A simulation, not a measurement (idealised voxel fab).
This is a process module. Its name is voxel gate over fins.
Cross-section cut: width 285 nm, square cells of 5 nm.
Notation: cross-section as square-cell grid; stated in bands, top first, going down; one or more cell rows per band. Band: top height; bottom height; in nm. Then, left to right: material with width in nm, for each material. "full width": a single material spanning edge to edge. "air": empty space. Counting heights begins at 0, where everything beneath is, in the wafer as received, one material. The lowest band has no bottom; it goes on downwards, as "0 -> down" shows. You'd read "30 to 40" like this: the band's top row of cells is as wide as the first number, its bottom row is as wide as the second, and going down, every row changes width by the same amount as the row before did. You'll sometimes find "nothing altered" written for a step, and that's the way of saying that nowhere in the cross-section did a cell change during that step. "Closed void catalog" enumerates empty spaces isolated from the top, with no open way to it, that contain at least 8 cells, giving each as width x height at distance from the left edge, all three in nm. Past the settings on a step's line: simulator remark, on that step. overlay nm: for a step with a mask, the amount by which the mask lay right of where it was planned; a negative amount means left of it.
-- Process steps foreseen in the plan
1) RECEIVE,material Si
2) CONFORMAL_DEP,material SiN,thk nm 10
3) MASKED_ETCH,tone cover,mask id FINS,width nm 15,pitch nm 40,etch materials SiN,depth nm 10,overlay nm 0
4) MASKED_ETCH,tone cover,mask id FINS,width nm 15,pitch nm 40,etch materials Si,depth nm 40,overlay nm 0
5) OXIDIZE,depth nm 5
6) FILL_DEP,material SiO2,thk nm 10
7) CMP,height nm 10
8) SELECTIVE_ETCH,etch materials SiO2,depth nm 25
9) STRIP,etch materials SiN
10) CONFORMAL_DEP,material HfO2,thk nm 5
11) CONFORMAL_DEP,material TiN,thk nm 5
12) FILL_DEP,material W,thk nm 15
13) CMP,height nm 20
14) CONFORMAL_DEP,material SiN,thk nm 5
-- On the first of the two wafers: run conducted according to plan
-- Incoming wafer, cross-sectional view, post step 1
> 0 -> down | Si full width
> Closed void catalog: none
-- Cross-sectional representation of the wafer at the conclusion of step 2
> 10 -> 0 | SiN full width
> Note: structure below 0 unchanged.
-- Cross-sectional representation of the wafer at the conclusion of step 3
> 10 -> 0 | 75 nm air / 15 nm SiN / 25 nm air / 15 nm SiN / 25 nm air / 15 nm SiN / 25 nm air / 15 nm SiN / 75 nm air
> Note: structure below 0 unchanged.
-- Cross-sectional representation of the wafer at the conclusion of step 4
> 10 -> 0 | 75 nm air / 15 nm SiN / 25 nm air / 15 nm SiN / 25 nm air / 15 nm SiN / 25 nm air / 15 nm SiN / 75 nm air
> 0 -> -40 | 75 nm air / 15 nm Si / 25 nm air / 15 nm Si / 25 nm air / 15 nm Si / 25 nm air / 15 nm Si / 75 nm air
> Note: structure below -40 unchanged.
-- Cross-sectional representation of the wafer at the conclusion of step 5
> 10 -> 0 | 75 nm air / 15 nm SiN / 25 nm air / 15 nm SiN / 25 nm air / 15 nm SiN / 25 nm air / 15 nm SiN / 75 nm air
> 0 -> -40 | 75 nm air / 5 nm SiO2 / 5 nm Si / 5 nm SiO2 / 25 nm air / 5 nm SiO2 / 5 nm Si / 5 nm SiO2 / 25 nm air / 5 nm SiO2 / 5 nm Si / 5 nm SiO2 / 25 nm air / 5 nm SiO2 / 5 nm Si / 5 nm SiO2 / 75 nm air
> -40 -> -45 | 80 nm SiO2 / 5 nm Si / 35 nm SiO2 / 5 nm Si / 35 nm SiO2 / 5 nm Si / 35 nm SiO2 / 5 nm Si / 80 nm SiO2
> Note: structure below -45 unchanged.
-- Cross-sectional representation of the wafer at the conclusion of step 6
> 20 -> 10 | SiO2 full width
> 10 -> 0 | 75 nm SiO2 / 15 nm SiN / 25 nm SiO2 / 15 nm SiN / 25 nm SiO2 / 15 nm SiN / 25 nm SiO2 / 15 nm SiN / 75 nm SiO2
> 0 -> -45 | 80 nm SiO2 / 5 nm Si / 35 nm SiO2 / 5 nm Si / 35 nm SiO2 / 5 nm Si / 35 nm SiO2 / 5 nm Si / 80 nm SiO2
> Note: structure below -45 unchanged.
-- Cross-sectional representation of the wafer at the conclusion of step 7
> 10 -> 0 | 75 nm SiO2 / 15 nm SiN / 25 nm SiO2 / 15 nm SiN / 25 nm SiO2 / 15 nm SiN / 25 nm SiO2 / 15 nm SiN / 75 nm SiO2
> Note: structure below 0 unchanged.
-- Cross-sectional representation of the wafer at the conclusion of step 8
> 10 -> 0 | 75 nm air / 15 nm SiN / 25 nm air / 15 nm SiN / 25 nm air / 15 nm SiN / 25 nm air / 15 nm SiN / 75 nm air
> 0 -> -15 | 80 nm air / 5 nm Si / 35 nm air / 5 nm Si / 35 nm air / 5 nm Si / 35 nm air / 5 nm Si / 80 nm air
> Note: structure below -15 unchanged.
-- Cross-sectional representation of the wafer at the conclusion of step 9
> 0 -> -15 | 80 nm air / 5 nm Si / 35 nm air / 5 nm Si / 35 nm air / 5 nm Si / 35 nm air / 5 nm Si / 80 nm air
> Note: structure below -15 unchanged.
-- Cross-sectional representation of the wafer at the conclusion of step 10
> 5 -> 0 | 75 nm air / 15 nm HfO2 / 25 nm air / 15 nm HfO2 / 25 nm air / 15 nm HfO2 / 25 nm air / 15 nm HfO2 / 75 nm air
> 0 -> -10 | 75 nm air / 5 nm HfO2 / 5 nm Si / 5 nm HfO2 / 25 nm air / 5 nm HfO2 / 5 nm Si / 5 nm HfO2 / 25 nm air / 5 nm HfO2 / 5 nm Si / 5 nm HfO2 / 25 nm air / 5 nm HfO2 / 5 nm Si / 5 nm HfO2 / 75 nm air
> -10 -> -15 | 80 nm HfO2 / 5 nm Si / 35 nm HfO2 / 5 nm Si / 35 nm HfO2 / 5 nm Si / 35 nm HfO2 / 5 nm Si / 80 nm HfO2
> Note: structure below -15 unchanged.
-- Cross-sectional representation of the wafer at the conclusion of step 11
> 10 -> 5 | 70 nm air / 25 nm TiN / 15 nm air / 25 nm TiN / 15 nm air / 25 nm TiN / 15 nm air / 25 nm TiN / 70 nm air
> 5 -> 0 | 70 nm air / 5 nm TiN / 15 nm HfO2 / 5 nm TiN / 15 nm air / 5 nm TiN / 15 nm HfO2 / 5 nm TiN / 15 nm air / 5 nm TiN / 15 nm HfO2 / 5 nm TiN / 15 nm air / 5 nm TiN / 15 nm HfO2 / 5 nm TiN / 70 nm air
> 0 -> -5 | 70 nm air / 5 nm TiN / 5 nm HfO2 / 5 nm Si / 5 nm HfO2 / 5 nm TiN / 15 nm air / 5 nm TiN / 5 nm HfO2 / 5 nm Si / 5 nm HfO2 / 5 nm TiN / 15 nm air / 5 nm TiN / 5 nm HfO2 / 5 nm Si / 5 nm HfO2 / 5 nm TiN / 15 nm air / 5 nm TiN / 5 nm HfO2 / 5 nm Si / 5 nm HfO2 / 5 nm TiN / 70 nm air
> -5 -> -10 | 75 nm TiN / 5 nm HfO2 / 5 nm Si / 5 nm HfO2 / 25 nm TiN / 5 nm HfO2 / 5 nm Si / 5 nm HfO2 / 25 nm TiN / 5 nm HfO2 / 5 nm Si / 5 nm HfO2 / 25 nm TiN / 5 nm HfO2 / 5 nm Si / 5 nm HfO2 / 75 nm TiN
> Note: structure below -10 unchanged.
-- Cross-sectional representation of the wafer at the conclusion of step 12
> 25 -> 10 | W full width
> 10 -> 5 | 70 nm W / 25 nm TiN / 15 nm W / 25 nm TiN / 15 nm W / 25 nm TiN / 15 nm W / 25 nm TiN / 70 nm W
> 5 -> 0 | 70 nm W / 5 nm TiN / 15 nm HfO2 / 5 nm TiN / 15 nm W / 5 nm TiN / 15 nm HfO2 / 5 nm TiN / 15 nm W / 5 nm TiN / 15 nm HfO2 / 5 nm TiN / 15 nm W / 5 nm TiN / 15 nm HfO2 / 5 nm TiN / 70 nm W
> 0 -> -5 | 70 nm W / 5 nm TiN / 5 nm HfO2 / 5 nm Si / 5 nm HfO2 / 5 nm TiN / 15 nm W / 5 nm TiN / 5 nm HfO2 / 5 nm Si / 5 nm HfO2 / 5 nm TiN / 15 nm W / 5 nm TiN / 5 nm HfO2 / 5 nm Si / 5 nm HfO2 / 5 nm TiN / 15 nm W / 5 nm TiN / 5 nm HfO2 / 5 nm Si / 5 nm HfO2 / 5 nm TiN / 70 nm W
> Note: structure below -5 unchanged.
-- Cross-sectional representation of the wafer at the conclusion of step 13
> 20 -> 10 | W full width
> Note: structure below 10 unchanged.
-- Cross-sectional representation of the wafer at the conclusion of step 14
> 25 -> 20 | SiN full width
> Note: structure below 20 unchanged.
-- Second wafer - shared start and plan with the first - one error in running - same as the first up to step 3 inclusive
-- X-section, second wafer, when step 4 was due to finish
> 10 -> 0 | 75 nm air / 15 nm SiN / 25 nm air / 15 nm SiN / 25 nm air / 15 nm SiN / 25 nm air / 15 nm SiN / 75 nm air
> 0 -> -40 | 70 nm air / 20 nm Si / 20 nm air / 20 nm Si / 20 nm air / 20 nm Si / 20 nm air / 20 nm Si / 75 nm air
> Note: structure below -40 unchanged.
-- X-section, second wafer, when step 5 was due to finish
> 10 -> 0 | 75 nm air / 15 nm SiN / 25 nm air / 15 nm SiN / 25 nm air / 15 nm SiN / 25 nm air / 15 nm SiN / 75 nm air
> 0 -> -5 | 70 nm air / 10 nm SiO2 / 5 nm Si / 5 nm SiO2 / 20 nm air / 10 nm SiO2 / 5 nm Si / 5 nm SiO2 / 20 nm air / 10 nm SiO2 / 5 nm Si / 5 nm SiO2 / 20 nm air / 10 nm SiO2 / 5 nm Si / 5 nm SiO2 / 75 nm air
> -5 -> -40 | 70 nm air / 5 nm SiO2 / 10 nm Si / 5 nm SiO2 / 20 nm air / 5 nm SiO2 / 10 nm Si / 5 nm SiO2 / 20 nm air / 5 nm SiO2 / 10 nm Si / 5 nm SiO2 / 20 nm air / 5 nm SiO2 / 10 nm Si / 5 nm SiO2 / 75 nm air
> -40 -> -45 | 75 nm SiO2 / 10 nm Si / 30 nm SiO2 / 10 nm Si / 30 nm SiO2 / 10 nm Si / 30 nm SiO2 / 10 nm Si / 80 nm SiO2
> Note: structure below -45 unchanged.
-- X-section, second wafer, when step 6 was due to finish
> 20 -> 10 | SiO2 full width
> 10 -> 0 | 75 nm SiO2 / 15 nm SiN / 25 nm SiO2 / 15 nm SiN / 25 nm SiO2 / 15 nm SiN / 25 nm SiO2 / 15 nm SiN / 75 nm SiO2
> 0 -> -5 | 80 nm SiO2 / 5 nm Si / 35 nm SiO2 / 5 nm Si / 35 nm SiO2 / 5 nm Si / 35 nm SiO2 / 5 nm Si / 80 nm SiO2
> -5 -> -45 | 75 nm SiO2 / 10 nm Si / 30 nm SiO2 / 10 nm Si / 30 nm SiO2 / 10 nm Si / 30 nm SiO2 / 10 nm Si / 80 nm SiO2
> Note: structure below -45 unchanged.
-- X-section, second wafer, when step 7 was due to finish
> 10 -> 0 | 75 nm SiO2 / 15 nm SiN / 25 nm SiO2 / 15 nm SiN / 25 nm SiO2 / 15 nm SiN / 25 nm SiO2 / 15 nm SiN / 75 nm SiO2
> Note: structure below 0 unchanged.
-- X-section, second wafer, when step 8 was due to finish
> 10 -> 0 | 75 nm air / 15 nm SiN / 25 nm air / 15 nm SiN / 25 nm air / 15 nm SiN / 25 nm air / 15 nm SiN / 75 nm air
> 0 -> -5 | 80 nm air / 5 nm Si / 35 nm air / 5 nm Si / 35 nm air / 5 nm Si / 35 nm air / 5 nm Si / 80 nm air
> -5 -> -15 | 75 nm air / 10 nm Si / 30 nm air / 10 nm Si / 30 nm air / 10 nm Si / 30 nm air / 10 nm Si / 80 nm air
> Note: structure below -15 unchanged.
-- X-section, second wafer, when step 9 was due to finish
> 0 -> -5 | 80 nm air / 5 nm Si / 35 nm air / 5 nm Si / 35 nm air / 5 nm Si / 35 nm air / 5 nm Si / 80 nm air
> Note: structure below -5 unchanged.
-- X-section, second wafer, when step 10 was due to finish
> 5 -> 0 | 75 nm air / 15 nm HfO2 / 25 nm air / 15 nm HfO2 / 25 nm air / 15 nm HfO2 / 25 nm air / 15 nm HfO2 / 75 nm air
> 0 -> -10 | 70 nm air / 10 to 5 nm HfO2 / 5 to 10 nm Si / 5 nm HfO2 / 20 nm air / 10 to 5 nm HfO2 / 5 to 10 nm Si / 5 nm HfO2 / 20 nm air / 10 to 5 nm HfO2 / 5 to 10 nm Si / 5 nm HfO2 / 20 nm air / 10 to 5 nm HfO2 / 5 to 10 nm Si / 5 nm HfO2 / 75 nm air
> -10 -> -15 | 75 nm HfO2 / 10 nm Si / 30 nm HfO2 / 10 nm Si / 30 nm HfO2 / 10 nm Si / 30 nm HfO2 / 10 nm Si / 80 nm HfO2
> Note: structure below -15 unchanged.
-- X-section, second wafer, when step 11 was due to finish
> 10 -> 5 | 70 nm air / 25 nm TiN / 15 nm air / 25 nm TiN / 15 nm air / 25 nm TiN / 15 nm air / 25 nm TiN / 70 nm air
> 5 -> 0 | 65 nm air / 10 nm TiN / 15 nm HfO2 / 5 nm TiN / 10 nm air / 10 nm TiN / 15 nm HfO2 / 5 nm TiN / 10 nm air / 10 nm TiN / 15 nm HfO2 / 5 nm TiN / 10 nm air / 10 nm TiN / 15 nm HfO2 / 5 nm TiN / 70 nm air
> 0 -> -5 | 65 nm air / 5 nm TiN / 10 nm HfO2 / 5 nm Si / 5 nm HfO2 / 5 nm TiN / 10 nm air / 5 nm TiN / 10 nm HfO2 / 5 nm Si / 5 nm HfO2 / 5 nm TiN / 10 nm air / 5 nm TiN / 10 nm HfO2 / 5 nm Si / 5 nm HfO2 / 5 nm TiN / 10 nm air / 5 nm TiN / 10 nm HfO2 / 5 nm Si / 5 nm HfO2 / 5 nm TiN / 70 nm air
> -5 -> -10 | 70 nm TiN / 5 nm HfO2 / 10 nm Si / 5 nm HfO2 / 20 nm TiN / 5 nm HfO2 / 10 nm Si / 5 nm HfO2 / 20 nm TiN / 5 nm HfO2 / 10 nm Si / 5 nm HfO2 / 20 nm TiN / 5 nm HfO2 / 10 nm Si / 5 nm HfO2 / 75 nm TiN
> Note: structure below -10 unchanged.
-- X-section, second wafer, when step 12 was due to finish
> 25 -> 10 | W full width
> 10 -> 5 | 70 nm W / 25 nm TiN / 15 nm W / 25 nm TiN / 15 nm W / 25 nm TiN / 15 nm W / 25 nm TiN / 70 nm W
> 5 -> 0 | 65 nm W / 10 nm TiN / 15 nm HfO2 / 5 nm TiN / 10 nm W / 10 nm TiN / 15 nm HfO2 / 5 nm TiN / 10 nm W / 10 nm TiN / 15 nm HfO2 / 5 nm TiN / 10 nm W / 10 nm TiN / 15 nm HfO2 / 5 nm TiN / 70 nm W
> 0 -> -5 | 65 nm W / 5 nm TiN / 10 nm HfO2 / 5 nm Si / 5 nm HfO2 / 5 nm TiN / 10 nm W / 5 nm TiN / 10 nm HfO2 / 5 nm Si / 5 nm HfO2 / 5 nm TiN / 10 nm W / 5 nm TiN / 10 nm HfO2 / 5 nm Si / 5 nm HfO2 / 5 nm TiN / 10 nm W / 5 nm TiN / 10 nm HfO2 / 5 nm Si / 5 nm HfO2 / 5 nm TiN / 70 nm W
> Note: structure below -5 unchanged.
-- X-section, second wafer, when step 13 was due to finish
> 20 -> 10 | W full width
> Note: structure below 10 unchanged.
-- X-section, second wafer, when step 14 was due to finish
> 25 -> 20 | SiN full width
> Note: structure below 20 unchanged.
Processing error: for step 4, the planned setting was not used; the step was instead run as MASKED_ETCH,tone cover,mask id FINS,width nm 15,pitch nm 40,etch materials Si,depth nm 40,overlay nm -5
End of process, cell counts, second wafer against first, materials with more or fewer: +32 Si, -24 SiO2, -8 W
